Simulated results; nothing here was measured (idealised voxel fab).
Process module under the name voxel local oxidation
Cross-sectional view cut (width: 205 nm; square cell size: 5 nm).
Throughout this document, each cross-section is represented as a grid of square cells and is presented as a sequence of bands enumerated from the top downward, where a band comprises one or more rows of cells. A band entry consists of two parts. The first gives the height of the band's top and the height of its bottom, in nm. The rest lists the band's materials from left to right, each with its width in nm. A single material labelled with the word "full width" fills the band from edge to edge, and the word "air" marks empty space. Ref level 0: as-received wafer is one material below here. Bottom band extends down with no lower bound ("0..down"). The expression "30 to 40" gives the width at the extremes of the band, the first number at its top row of cells and the second at its bottom row, with the width changing by equal amounts from each row to the next in between. It should be understood that the words "nothing changed", when stated for a given step, signify that the cross-section underwent no change in any of its cells during that step. Heads up: "Trapped voids" only lists the empty pockets with no open path to the top that are 8 cells or more, and it writes them as width x height at distance, distance from the left edge, in nm. Formally, on a step line, whatever follows the settings is a remark that the simulator itself makes on the step. overlay nm: right-of-plan distance of the mask on a masked step; negative values mean left-of-plan.

[These are the steps we planned for the process]
1. RECEIVE | material Si
2. OXIDIZE | depth nm 5
3. CONFORMAL_DEP | material SiN | thk nm 10
4. MASKED_ETCH | tone cover | mask id ACTIVE | width nm 105 | etch materials SiN | depth nm 10 | overlay nm 0
5. SELECTIVE_ETCH | etch materials SiO2 | depth nm 5
6. OXIDIZE | depth nm 10
7. STRIP | etch materials SiN

[Incoming wafer, cross-sectional view, post step 1]
  0..down: Si full width
  Trapped voids: none

[The first of two wafers, cross-sectioned at the end of the module, with the run proceeding as planned]
  0..-5: 55 air, 95 SiO2, 55 air
  -5..-15: 65 SiO2, 75 Si, 65 SiO2
  -15..down: Si full width
  Trapped voids: none

[End-of-module cross-section of the second wafer: identical starting point and process plan to the first, with one processing mistake]
  0..-5: 45 SiO2, 115 air, 45 SiO2
  -5..-15: 35 Si, 135 SiO2, 35 Si
  -15..down: Si full width
  Trapped voids: none
Where did the run depart from the plan? step 4 was processed under conditions differing from the plan, specifically as MASKED_ETCH | tone open | mask id ACTIVE | width nm 105 | etch materials SiN | depth nm 10 | overlay nm 0
The closing comparison, in cells, has the second wafer with more or fewer of some materials than the first: Si -2; SiO2 +1
